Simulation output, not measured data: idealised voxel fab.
Module name: voxel transistor to metal (process module)
Each square cell in cross-section cut measures 5 nm, and the section as a whole is 175 nm wide.
We lay out every cross-section as a grid of square cells and spell it out in bands from the top down, where one band means one or more rows of cells.
Quick guide to a band line: top height, bottom height (nm) up front; then every material left to right with its width in nm. Only one material and it's marked "all across"? Then it fills the band edge to edge. And "blank" just means empty space.
We count height from 0. Below that, the starting wafer is all one material. The lowest band never ends at the bottom but goes on down; see "z 0 and below" for how that is written.
Quick explanation for "30..40": the width changes in equal steps down the rows of cells, from the first number in the band's top row to the second number in its bottom row.
No cell of the cross-section changed in a step that is given as "changes: none".
Enclosed voids (no open way to top), threshold 8 cells or more, entry "Fully sealed cavities", notation width x height at distance, distance from left edge, nm.
Anything after a step's settings on that line? It's the simulator's own note about the step.
"overlay nm" denotes, for a step that has a mask, the displacement of the mask to the right of its planned place, with negative values corresponding to the left.
Steps in the process plan
1) RECEIVE: material Si
2) OXIDIZE: depth nm 5
3) CONFORMAL_DEP: material SiN, thk nm 10
4) DIRECTIONAL_DEP: material aC, thk nm 15
5) PATTERN: tone cover, mask id ACTIVE, material resist, width nm 115, thk nm 35, overlay nm 0
6) DIRECTIONAL_ETCH: etch materials aC, depth nm 15
7) STRIP: etch materials resist
8) DIRECTIONAL_ETCH: etch materials SiN, depth nm 10
9) DIRECTIONAL_ETCH: etch materials SiO2, depth nm 5
10) DIRECTIONAL_ETCH: etch materials Si, depth nm 20
11) STRIP: etch materials aC
12) OXIDIZE: depth nm 5
13) FILL_DEP: material SiO2, thk nm 5
14) CMP: height nm 10
15) SELECTIVE_ETCH: etch materials SiO2, depth nm 10
16) STRIP: etch materials SiN
17) SELECTIVE_ETCH: etch materials SiO2, depth nm 5
18) OXIDIZE: depth nm 5
19) DIRECTIONAL_DEP: material polySi, thk nm 30
20) DIRECTIONAL_DEP: material SiCN, thk nm 10
21) PATTERN: tone cover, mask id GATE, material resist, width nm 25, thk nm 15, overlay nm 0
22) DIRECTIONAL_ETCH: etch materials SiCN, depth nm 20
23) DIRECTIONAL_ETCH: etch materials polySi, depth nm 40
24) STRIP: etch materials resist
25) CONFORMAL_DEP: material SiO2, thk nm 5
26) DIRECTIONAL_ETCH: etch materials SiO2, depth nm 5
27) CONFORMAL_DEP: material SiN, thk nm 10
28) DIRECTIONAL_ETCH: etch materials SiN, depth nm 10
29) DIRECTIONAL_ETCH: etch materials SiO2, depth nm 5
30) DIRECTIONAL_ETCH: etch materials Si, depth nm 5
31) EPI: material pSi, thk nm 5
32) FILL_DEP: material SiO2, thk nm 5
33) CMP: height nm 25
34) STRIP: etch materials polySi
35) SELECTIVE_ETCH: etch materials SiO2, depth nm 5
36) CONFORMAL_DEP: material HfO2, thk nm 5
37) CONFORMAL_DEP: material TiN, thk nm 5
38) FILL_DEP: material W, thk nm 5
39) CMP: height nm 20
40) DIRECTIONAL_DEP: material SiO2, thk nm 10
41) MASKED_ETCH: tone open, mask id CONTACT, width nm 20, pitch nm 75, etch materials SiO2, depth nm 40, overlay nm 0
42) CONFORMAL_DEP: material TiN, thk nm 5
43) FILL_DEP: material W, thk nm 5
44) CMP: height nm 30
45) CONFORMAL_DEP: material SiCN, thk nm 5
46) DIRECTIONAL_DEP: material lowk, thk nm 25
47) PATTERN: tone open, mask id METAL_1, material resist, width nm 20, pitch nm 75, thk nm 20, overlay nm 0
48) DIRECTIONAL_ETCH: etch materials lowk, depth nm 25
49) DIRECTIONAL_ETCH: etch materials SiCN, depth nm 5
50) STRIP: etch materials resist
51) CONFORMAL_DEP: material TiN, thk nm 5
52) FILL_DEP: material W, thk nm 5
53) CMP: height nm 60
54) EPI: material Ru, thk nm 5
55) FILL_DEP: material SiCN, thk nm 5
56) DIRECTIONAL_DEP: material lowk, thk nm 25
57) PATTERN: tone open, mask id METAL_2, material resist, width nm 20, pitch nm 75, thk nm 15, overlay nm 0
58) DIRECTIONAL_ETCH: etch materials lowk, depth nm 15
59) STRIP: etch materials resist
60) PATTERN: tone open, mask id METAL_2_HOLES, material resist, width nm 15, pitch nm 75, thk nm 15, overlay nm 0
61) DIRECTIONAL_ETCH: etch materials lowk, depth nm 10
62) DIRECTIONAL_ETCH: etch materials SiCN, depth nm 5
63) STRIP: etch materials resist
64) CONFORMAL_DEP: material TiN, thk nm 5
65) FILL_DEP: material Cu, thk nm 5
66) CMP: height nm 95
67) CONFORMAL_DEP: material SiN, thk nm 5
Concerning the first of two wafers, which was run in accordance with the plan
As-received wafer cross-section (after step 1)
    z 0 and below: Si all across
    Fully sealed cavities: none
The following cross-section depicts the wafer upon completion of step 2
    z 0 to -5: SiO2 all across
    Whatever lies below -5 is exactly as it was before.
The following cross-section depicts the wafer upon completion of step 3
    z 10 to 0: SiN all across
    Whatever lies below 0 is exactly as it was before.
The following cross-section depicts the wafer upon completion of step 4
    z 25 to 10: aC all across
    Whatever lies below 10 is exactly as it was before.
The following cross-section depicts the wafer upon completion of step 5
    z 60 to 25: blank=30  resist=115  blank=30
    Whatever lies below 25 is exactly as it was before.
The following cross-section depicts the wafer upon completion of step 6
    z 45 to 25: blank=30  resist=115  blank=30
    z 25 to 10: blank=30  aC=115  blank=30
    Whatever lies below 10 is exactly as it was before.
The following cross-section depicts the wafer upon completion of step 7
    z 25 to 10: blank=30  aC=115  blank=30
    Whatever lies below 10 is exactly as it was before.
The following cross-section depicts the wafer upon completion of step 8
    z 25 to 10: blank=30  aC=115  blank=30
    z 10 to 0: blank=30  SiN=115  blank=30
    Whatever lies below 0 is exactly as it was before.
The following cross-section depicts the wafer upon completion of step 9
    z 25 to 10: blank=30  aC=115  blank=30
    z 10 to 0: blank=30  SiN=115  blank=30
    z 0 to -5: blank=30  SiO2=115  blank=30
    Whatever lies below -5 is exactly as it was before.
The following cross-section depicts the wafer upon completion of step 10
    z 25 to 10: blank=30  aC=115  blank=30
    z 10 to 0: blank=30  SiN=115  blank=30
    z 0 to -5: blank=30  SiO2=115  blank=30
    z -5 to -25: blank=30  Si=115  blank=30
    Whatever lies below -25 is exactly as it was before.
The following cross-section depicts the wafer upon completion of step 11
    z 10 to 0: blank=30  SiN=115  blank=30
    Whatever lies below 0 is exactly as it was before.
The following cross-section depicts the wafer upon completion of step 12
    z 10 to 0: blank=30  SiN=115  blank=30
    z 0 to -5: blank=30  SiO2=115  blank=30
    z -5 to -25: blank=30  SiO2=5  Si=105  SiO2=5  blank=30
    z -25 to -30: SiO2=35  Si=105  SiO2=35
    Whatever lies below -30 is exactly as it was before.
The following cross-section depicts the wafer upon completion of step 13
    z 15 to 10: SiO2 all across
    z 10 to 0: SiO2=30  SiN=115  SiO2=30
    z 0 to -5: SiO2 all across
    z -5 to -30: SiO2=35  Si=105  SiO2=35
    Whatever lies below -30 is exactly as it was before.
The following cross-section depicts the wafer upon completion of step 14
    z 10 to 0: SiO2=30  SiN=115  SiO2=30
    Whatever lies below 0 is exactly as it was before.
The following cross-section depicts the wafer upon completion of step 15
    z 10 to 0: blank=30  SiN=115  blank=30
    Whatever lies below 0 is exactly as it was before.
The following cross-section depicts the wafer upon completion of step 16
    z 0 to -5: SiO2 all across
    Whatever lies below -5 is exactly as it was before.
The following cross-section depicts the wafer upon completion of step 17
    z -5 to -30: SiO2=35  Si=105  SiO2=35
    Whatever lies below -30 is exactly as it was before.
The following cross-section depicts the wafer upon completion of step 18
    z -5 to -10: SiO2 all across
    Whatever lies below -10 is exactly as it was before.
The following cross-section depicts the wafer upon completion of step 19
    z 25 to -5: polySi all across
    Whatever lies below -5 is exactly as it was before.
The following cross-section depicts the wafer upon completion of step 20
    z 35 to 25: SiCN all across
    Whatever lies below 25 is exactly as it was before.
The following cross-section depicts the wafer upon completion of step 21
    z 50 to 35: blank=75  resist=25  blank=75
    Whatever lies below 35 is exactly as it was before.
The following cross-section depicts the wafer upon completion of step 22
    z 50 to 35: blank=75  resist=25  blank=75
    z 35 to 25: blank=75  SiCN=25  blank=75
    Whatever lies below 25 is exactly as it was before.
The following cross-section depicts the wafer upon completion of step 23
    z 50 to 35: blank=75  resist=25  blank=75
    z 35 to 25: blank=75  SiCN=25  blank=75
    z 25 to -5: blank=75  polySi=25  blank=75
    Whatever lies below -5 is exactly as it was before.
The following cross-section depicts the wafer upon completion of step 24
    z 35 to 25: blank=75  SiCN=25  blank=75
    Whatever lies below 25 is exactly as it was before.
The following cross-section depicts the wafer upon completion of step 25
    z 40 to 35: blank=70  SiO2=35  blank=70
    z 35 to 25: blank=70  SiO2=5  SiCN=25  SiO2=5  blank=70
    z 25 to 0: blank=70  SiO2=5  polySi=25  SiO2=5  blank=70
    z 0 to -5: SiO2=75  polySi=25  SiO2=75
    Whatever lies below -5 is exactly as it was before.
The following cross-section depicts the wafer upon completion of step 26
    z 35 to 25: blank=70  SiO2=5  SiCN=25  SiO2=5  blank=70
    z 25 to -5: blank=70  SiO2=5  polySi=25  SiO2=5  blank=70
    Whatever lies below -5 is exactly as it was before.
The following cross-section depicts the wafer upon completion of step 27
    z 45 to 35: blank=60  SiN=55  blank=60
    z 35 to 25: blank=60  SiN=10  SiO2=5  SiCN=25  SiO2=5  SiN=10  blank=60
    z 25 to 5: blank=60  SiN=10  SiO2=5  polySi=25  SiO2=5  SiN=10  blank=60
    z 5 to -5: SiN=70  SiO2=5  polySi=25  SiO2=5  SiN=70
    Whatever lies below -5 is exactly as it was before.
The following cross-section depicts the wafer upon completion of step 28
    z 35 to 25: blank=60  SiN=10  SiO2=5  SiCN=25  SiO2=5  SiN=10  blank=60
    z 25 to -5: blank=60  SiN=10  SiO2=5  polySi=25  SiO2=5  SiN=10  blank=60
    Whatever lies below -5 is exactly as it was before.
The following cross-section depicts the wafer upon completion of step 29
    z 35 to 30: blank=60  SiN=10  blank=5  SiCN=25  blank=5  SiN=10  blank=60
    z 30 to 25: blank=60  SiN=10  SiO2=5  SiCN=25  SiO2=5  SiN=10  blank=60
    z 25 to -5: blank=60  SiN=10  SiO2=5  polySi=25  SiO2=5  SiN=10  blank=60
    z -5 to -10: blank=60  SiO2=55  blank=60
    Whatever lies below -10 is exactly as it was before.
The following cross-section depicts the wafer upon completion of step 30
    z 35 to 30: blank=60  SiN=10  blank=5  SiCN=25  blank=5  SiN=10  blank=60
    z 30 to 25: blank=60  SiN=10  SiO2=5  SiCN=25  SiO2=5  SiN=10  blank=60
    z 25 to -5: blank=60  SiN=10  SiO2=5  polySi=25  SiO2=5  SiN=10  blank=60
    z -5 to -10: blank=60  SiO2=55  blank=60
    z -10 to -15: SiO2=35  blank=25  Si=55  blank=25  SiO2=35
    Whatever lies below -15 is exactly as it was before.
The following cross-section depicts the wafer upon completion of step 31
    z 35 to 30: blank=60  SiN=10  blank=5  SiCN=25  blank=5  SiN=10  blank=60
    z 30 to 25: blank=60  SiN=10  SiO2=5  SiCN=25  SiO2=5  SiN=10  blank=60
    z 25 to -5: blank=60  SiN=10  SiO2=5  polySi=25  SiO2=5  SiN=10  blank=60
    z -5 to -10: blank=55  pSi=5  SiO2=55  pSi=5  blank=55
    z -10 to -15: SiO2=35  pSi=25  Si=55  pSi=25  SiO2=35
    Whatever lies below -15 is exactly as it was before.
The following cross-section depicts the wafer upon completion of step 32
    z 40 to 35: SiO2 all across
    z 35 to 25: SiO2=60  SiN=10  SiO2=5  SiCN=25  SiO2=5  SiN=10  SiO2=60
    z 25 to -5: SiO2=60  SiN=10  SiO2=5  polySi=25  SiO2=5  SiN=10  SiO2=60
    z -5 to -10: SiO2=55  pSi=5  SiO2=55  pSi=5  SiO2=55
    Whatever lies below -10 is exactly as it was before.
The following cross-section depicts the wafer upon completion of step 33
    z 25 to -5: SiO2=60  SiN=10  SiO2=5  polySi=25  SiO2=5  SiN=10  SiO2=60
    Whatever lies below -5 is exactly as it was before.
The following cross-section depicts the wafer upon completion of step 34
    z 25 to -5: SiO2=60  SiN=10  SiO2=5  blank=25  SiO2=5  SiN=10  SiO2=60
    Whatever lies below -5 is exactly as it was before.
The following cross-section depicts the wafer upon completion of step 35
    z 25 to 20: blank=60  SiN=10  blank=35  SiN=10  blank=60
    z 20 to -5: SiO2=60  SiN=10  blank=35  SiN=10  SiO2=60
    z -5 to -10: SiO2=55  pSi=5  SiO2=10  blank=35  SiO2=10  pSi=5  SiO2=55
    Whatever lies below -10 is exactly as it was before.
The following cross-section depicts the wafer upon completion of step 36
    z 30 to 25: blank=55  HfO2=20  blank=25  HfO2=20  blank=55
    z 25 to 20: HfO2=60  SiN=10  HfO2=5  blank=25  HfO2=5  SiN=10  HfO2=60
    z 20 to -5: SiO2=60  SiN=10  HfO2=5  blank=25  HfO2=5  SiN=10  SiO2=60
    z -5 to -10: SiO2=55  pSi=5  SiO2=10  HfO2=35  SiO2=10  pSi=5  SiO2=55
    Whatever lies below -10 is exactly as it was before.
The following cross-section depicts the wafer upon completion of step 37
    z 35 to 30: blank=50  TiN=30  blank=15  TiN=30  blank=50
    z 30 to 25: TiN=55  HfO2=20  TiN=5  blank=15  TiN=5  HfO2=20  TiN=55
    z 25 to 20: HfO2=60  SiN=10  HfO2=5  TiN=5  blank=15  TiN=5  HfO2=5  SiN=10  HfO2=60
    z 20 to 0: SiO2=60  SiN=10  HfO2=5  TiN=5  blank=15  TiN=5  HfO2=5  SiN=10  SiO2=60
    z 0 to -5: SiO2=60  SiN=10  HfO2=5  TiN=25  HfO2=5  SiN=10  SiO2=60
    Whatever lies below -5 is exactly as it was before.
The following cross-section depicts the wafer upon completion of step 38
    z 40 to 35: W all across
    z 35 to 30: W=50  TiN=30  W=15  TiN=30  W=50
    z 30 to 25: TiN=55  HfO2=20  TiN=5  W=15  TiN=5  HfO2=20  TiN=55
    z 25 to 20: HfO2=60  SiN=10  HfO2=5  TiN=5  W=15  TiN=5  HfO2=5  SiN=10  HfO2=60
    z 20 to 0: SiO2=60  SiN=10  HfO2=5  TiN=5  W=15  TiN=5  HfO2=5  SiN=10  SiO2=60
    Whatever lies below 0 is exactly as it was before.
The following cross-section depicts the wafer upon completion of step 39
    z 20 to 0: SiO2=60  SiN=10  HfO2=5  TiN=5  W=15  TiN=5  HfO2=5  SiN=10  SiO2=60
    Whatever lies below 0 is exactly as it was before.
The following cross-section depicts the wafer upon completion of step 40
    z 30 to 20: SiO2 all across
    Whatever lies below 20 is exactly as it was before.
The following cross-section depicts the wafer upon completion of step 41
    z 30 to 20: SiO2=40  blank=20  SiO2=55  blank=20  SiO2=40
    z 20 to 0: SiO2=40  blank=20  SiN=10  HfO2=5  TiN=5  W=15  TiN=5  HfO2=5  SiN=10  blank=20  SiO2=40
    z 0 to -5: SiO2=40  blank=20  SiN=10  HfO2=5  TiN=25  HfO2=5  SiN=10  blank=20  SiO2=40
    z -5 to -10: SiO2=40  blank=15  pSi=5  SiO2=10  HfO2=35  SiO2=10  pSi=5  blank=15  SiO2=40
    Whatever lies below -10 is exactly as it was before.
The following cross-section depicts the wafer upon completion of step 42
    z 35 to 30: TiN=45  blank=10  TiN=65  blank=10  TiN=45
    z 30 to 20: SiO2=40  TiN=5  blank=10  TiN=5  SiO2=55  TiN=5  blank=10  TiN=5  SiO2=40
    z 20 to 0: SiO2=40  TiN=5  blank=10  TiN=5  SiN=10  HfO2=5  TiN=5  W=15  TiN=5  HfO2=5  SiN=10  TiN=5  blank=10  TiN=5  SiO2=40
    z 0 to -5: SiO2=40  TiN=5  blank=5  TiN=10  SiN=10  HfO2=5  TiN=25  HfO2=5  SiN=10  TiN=10  blank=5  TiN=5  SiO2=40
    z -5 to -10: SiO2=40  TiN=15  pSi=5  SiO2=10  HfO2=35  SiO2=10  pSi=5  TiN=15  SiO2=40
    Whatever lies below -10 is exactly as it was before.
The following cross-section depicts the wafer upon completion of step 43
    z 40 to 35: W all across
    z 35 to 30: TiN=45  W=10  TiN=65  W=10  TiN=45
    z 30 to 20: SiO2=40  TiN=5  W=10  TiN=5  SiO2=55  TiN=5  W=10  TiN=5  SiO2=40
    z 20 to 0: SiO2=40  TiN=5  W=10  TiN=5  SiN=10  HfO2=5  TiN=5  W=15  TiN=5  HfO2=5  SiN=10  TiN=5  W=10  TiN=5  SiO2=40
    z 0 to -5: SiO2=40  TiN=5  W=5  TiN=10  SiN=10  HfO2=5  TiN=25  HfO2=5  SiN=10  TiN=10  W=5  TiN=5  SiO2=40
    Whatever lies below -5 is exactly as it was before.
The following cross-section depicts the wafer upon completion of step 44
    z 30 to 20: SiO2=40  TiN=5  W=10  TiN=5  SiO2=55  TiN=5  W=10  TiN=5  SiO2=40
    Whatever lies below 20 is exactly as it was before.
The following cross-section depicts the wafer upon completion of step 45
    z 35 to 30: SiCN all across
    Whatever lies below 30 is exactly as it was before.
The following cross-section depicts the wafer upon completion of step 46
    z 60 to 35: lowk all across
    Whatever lies below 35 is exactly as it was before.
The following cross-section depicts the wafer upon completion of step 47
    z 80 to 60: resist=40  blank=20  resist=55  blank=20  resist=40
    Whatever lies below 60 is exactly as it was before.
The following cross-section depicts the wafer upon completion of step 48
    z 80 to 60: resist=40  blank=20  resist=55  blank=20  resist=40
    z 60 to 35: lowk=40  blank=20  lowk=55  blank=20  lowk=40
    Whatever lies below 35 is exactly as it was before.
The following cross-section depicts the wafer upon completion of step 49
    z 80 to 60: resist=40  blank=20  resist=55  blank=20  resist=40
    z 60 to 35: lowk=40  blank=20  lowk=55  blank=20  lowk=40
    z 35 to 30: SiCN=40  blank=20  SiCN=55  blank=20  SiCN=40
    Whatever lies below 30 is exactly as it was before.
The following cross-section depicts the wafer upon completion of step 50
    z 60 to 35: lowk=40  blank=20  lowk=55  blank=20  lowk=40
    Whatever lies below 35 is exactly as it was before.
The following cross-section depicts the wafer upon completion of step 51
    z 65 to 60: TiN=45  blank=10  TiN=65  blank=10  TiN=45
    z 60 to 35: lowk=40  TiN=5  blank=10  TiN=5  lowk=55  TiN=5  blank=10  TiN=5  lowk=40
    z 35 to 30: SiCN=40  TiN=20  SiCN=55  TiN=20  SiCN=40
    Whatever lies below 30 is exactly as it was before.
The following cross-section depicts the wafer upon completion of step 52
    z 70 to 65: W all across
    z 65 to 60: TiN=45  W=10  TiN=65  W=10  TiN=45
    z 60 to 35: lowk=40  TiN=5  W=10  TiN=5  lowk=55  TiN=5  W=10  TiN=5  lowk=40
    Whatever lies below 35 is exactly as it was before.
The following cross-section depicts the wafer upon completion of step 53
    z 60 to 35: lowk=40  TiN=5  W=10  TiN=5  lowk=55  TiN=5  W=10  TiN=5  lowk=40
    Whatever lies below 35 is exactly as it was before.
The following cross-section depicts the wafer upon completion of step 54
    z 65 to 60: blank=35  Ru=30  blank=45  Ru=30  blank=35
    Whatever lies below 60 is exactly as it was before.
The following cross-section depicts the wafer upon completion of step 55
    z 70 to 65: SiCN all across
    z 65 to 60: SiCN=35  Ru=30  SiCN=45  Ru=30  SiCN=35
    Whatever lies below 60 is exactly as it was before.
The following cross-section depicts the wafer upon completion of step 56
    z 95 to 70: lowk all across
    Whatever lies below 70 is exactly as it was before.
The following cross-section depicts the wafer upon completion of step 57
    z 110 to 95: resist=40  blank=20  resist=55  blank=20  resist=40
    Whatever lies below 95 is exactly as it was before.
The following cross-section depicts the wafer upon completion of step 58
    z 110 to 95: resist=40  blank=20  resist=55  blank=20  resist=40
    z 95 to 80: lowk=40  blank=20  lowk=55  blank=20  lowk=40
    Whatever lies below 80 is exactly as it was before.
The following cross-section depicts the wafer upon completion of step 59
    z 95 to 80: lowk=40  blank=20  lowk=55  blank=20  lowk=40
    Whatever lies below 80 is exactly as it was before.
The following cross-section depicts the wafer upon completion of step 60
    z 110 to 95: resist=40  blank=15  resist=60  blank=15  resist=45
    z 95 to 80: lowk=40  blank=15  resist=5  lowk=55  blank=15  resist=5  lowk=40
    Whatever lies below 80 is exactly as it was before.
The following cross-section depicts the wafer upon completion of step 61
    z 110 to 95: resist=40  blank=15  resist=60  blank=15  resist=45
    z 95 to 80: lowk=40  blank=15  resist=5  lowk=55  blank=15  resist=5  lowk=40
    z 80 to 70: lowk=40  blank=15  lowk=60  blank=15  lowk=45
    Whatever lies below 70 is exactly as it was before.
The following cross-section depicts the wafer upon completion of step 62
    z 110 to 95: resist=40  blank=15  resist=60  blank=15  resist=45
    z 95 to 80: lowk=40  blank=15  resist=5  lowk=55  blank=15  resist=5  lowk=40
    z 80 to 70: lowk=40  blank=15  lowk=60  blank=15  lowk=45
    z 70 to 65: SiCN=40  blank=15  SiCN=60  blank=15  SiCN=45
    Whatever lies below 65 is exactly as it was before.
The following cross-section depicts the wafer upon completion of step 63
    z 95 to 80: lowk=40  blank=20  lowk=55  blank=20  lowk=40
    Whatever lies below 80 is exactly as it was before.
The following cross-section depicts the wafer upon completion of step 64
    z 100 to 95: TiN=45  blank=10  TiN=65  blank=10  TiN=45
    z 95 to 85: lowk=40  TiN=5  blank=10  TiN=5  lowk=55  TiN=5  blank=10  TiN=5  lowk=40
    z 85 to 80: lowk=40  TiN=5  blank=5  TiN=10  lowk=55  TiN=5  blank=5  TiN=10  lowk=40
    z 80 to 70: lowk=40  TiN=5  blank=5  TiN=5  lowk=60  TiN=5  blank=5  TiN=5  lowk=45
    z 70 to 65: SiCN=40  TiN=15  SiCN=60  TiN=15  SiCN=45
    Whatever lies below 65 is exactly as it was before.
The following cross-section depicts the wafer upon completion of step 65
    z 105 to 100: Cu all across
    z 100 to 95: TiN=45  Cu=10  TiN=65  Cu=10  TiN=45
    z 95 to 85: lowk=40  TiN=5  Cu=10  TiN=5  lowk=55  TiN=5  Cu=10  TiN=5  lowk=40
    z 85 to 80: lowk=40  TiN=5  Cu=5  TiN=10  lowk=55  TiN=5  Cu=5  TiN=10  lowk=40
    z 80 to 70: lowk=40  TiN=5  Cu=5  TiN=5  lowk=60  TiN=5  Cu=5  TiN=5  lowk=45
    Whatever lies below 70 is exactly as it was before.
The following cross-section depicts the wafer upon completion of step 66
    z 95 to 85: lowk=40  TiN=5  Cu=10  TiN=5  lowk=55  TiN=5  Cu=10  TiN=5  lowk=40
    Whatever lies below 85 is exactly as it was before.
The following cross-section depicts the wafer upon completion of step 67
    z 100 to 95: SiN all across
    Whatever lies below 95 is exactly as it was before.
Wafer two. Same start, same plan, one slip in execution. Same as wafer one through step 51, inclusive
X-section, second wafer, when step 52 was due to finish
    z 70 to 65: polySi all across
    z 65 to 60: TiN=45  polySi=10  TiN=65  polySi=10  TiN=45
    z 60 to 35: lowk=40  TiN=5  polySi=10  TiN=5  lowk=55  TiN=5  polySi=10  TiN=5  lowk=40
    Whatever lies below 35 is exactly as it was before.
X-section, second wafer, when step 53 was due to finish
    z 60 to 35: lowk=40  TiN=5  polySi=10  TiN=5  lowk=55  TiN=5  polySi=10  TiN=5  lowk=40
    Whatever lies below 35 is exactly as it was before.
X-section, second wafer, when step 54 was due to finish
    z 65 to 60: blank=35  Ru=30  blank=45  Ru=30  blank=35
    Whatever lies below 60 is exactly as it was before.
X-section, second wafer, when step 55 was due to finish
    z 70 to 65: SiCN all across
    z 65 to 60: SiCN=35  Ru=30  SiCN=45  Ru=30  SiCN=35
    Whatever lies below 60 is exactly as it was before.
X-section, second wafer, when step 56 was due to finish
    z 95 to 70: lowk all across
    Whatever lies below 70 is exactly as it was before.
X-section, second wafer, when step 57 was due to finish
    z 110 to 95: resist=40  blank=20  resist=55  blank=20  resist=40
    Whatever lies below 95 is exactly as it was before.
X-section, second wafer, when step 58 was due to finish
    z 110 to 95: resist=40  blank=20  resist=55  blank=20  resist=40
    z 95 to 80: lowk=40  blank=20  lowk=55  blank=20  lowk=40
    Whatever lies below 80 is exactly as it was before.
X-section, second wafer, when step 59 was due to finish
    z 95 to 80: lowk=40  blank=20  lowk=55  blank=20  lowk=40
    Whatever lies below 80 is exactly as it was before.
X-section, second wafer, when step 60 was due to finish
    z 110 to 95: resist=40  blank=15  resist=60  blank=15  resist=45
    z 95 to 80: lowk=40  blank=15  resist=5  lowk=55  blank=15  resist=5  lowk=40
    Whatever lies below 80 is exactly as it was before.
X-section, second wafer, when step 61 was due to finish
    z 110 to 95: resist=40  blank=15  resist=60  blank=15  resist=45
    z 95 to 80: lowk=40  blank=15  resist=5  lowk=55  blank=15  resist=5  lowk=40
    z 80 to 70: lowk=40  blank=15  lowk=60  blank=15  lowk=45
    Whatever lies below 70 is exactly as it was before.
X-section, second wafer, when step 62 was due to finish
    z 110 to 95: resist=40  blank=15  resist=60  blank=15  resist=45
    z 95 to 80: lowk=40  blank=15  resist=5  lowk=55  blank=15  resist=5  lowk=40
    z 80 to 70: lowk=40  blank=15  lowk=60  blank=15  lowk=45
    z 70 to 65: SiCN=40  blank=15  SiCN=60  blank=15  SiCN=45
    Whatever lies below 65 is exactly as it was before.
X-section, second wafer, when step 63 was due to finish
    z 95 to 80: lowk=40  blank=20  lowk=55  blank=20  lowk=40
    Whatever lies below 80 is exactly as it was before.
X-section, second wafer, when step 64 was due to finish
    z 100 to 95: TiN=45  blank=10  TiN=65  blank=10  TiN=45
    z 95 to 85: lowk=40  TiN=5  blank=10  TiN=5  lowk=55  TiN=5  blank=10  TiN=5  lowk=40
    z 85 to 80: lowk=40  TiN=5  blank=5  TiN=10  lowk=55  TiN=5  blank=5  TiN=10  lowk=40
    z 80 to 70: lowk=40  TiN=5  blank=5  TiN=5  lowk=60  TiN=5  blank=5  TiN=5  lowk=45
    z 70 to 65: SiCN=40  TiN=15  SiCN=60  TiN=15  SiCN=45
    Whatever lies below 65 is exactly as it was before.
X-section, second wafer, when step 65 was due to finish
    z 105 to 100: Cu all across
    z 100 to 95: TiN=45  Cu=10  TiN=65  Cu=10  TiN=45
    z 95 to 85: lowk=40  TiN=5  Cu=10  TiN=5  lowk=55  TiN=5  Cu=10  TiN=5  lowk=40
    z 85 to 80: lowk=40  TiN=5  Cu=5  TiN=10  lowk=55  TiN=5  Cu=5  TiN=10  lowk=40
    z 80 to 70: lowk=40  TiN=5  Cu=5  TiN=5  lowk=60  TiN=5  Cu=5  TiN=5  lowk=45
    Whatever lies below 70 is exactly as it was before.
X-section, second wafer, when step 66 was due to finish
    z 95 to 85: lowk=40  TiN=5  Cu=10  TiN=5  lowk=55  TiN=5  Cu=10  TiN=5  lowk=40
    Whatever lies below 85 is exactly as it was before.
X-section, second wafer, when step 67 was due to finish
    z 100 to 95: SiN all across
    Whatever lies below 95 is exactly as it was before.
The plan and the run diverged here: contrary to plan, step 52 was performed as FILL_DEP: material polySi, thk nm 5
Upon completion, the second wafer contains, in terms of cells, a greater or smaller amount of certain materials than the first wafer: W -20, polySi +20
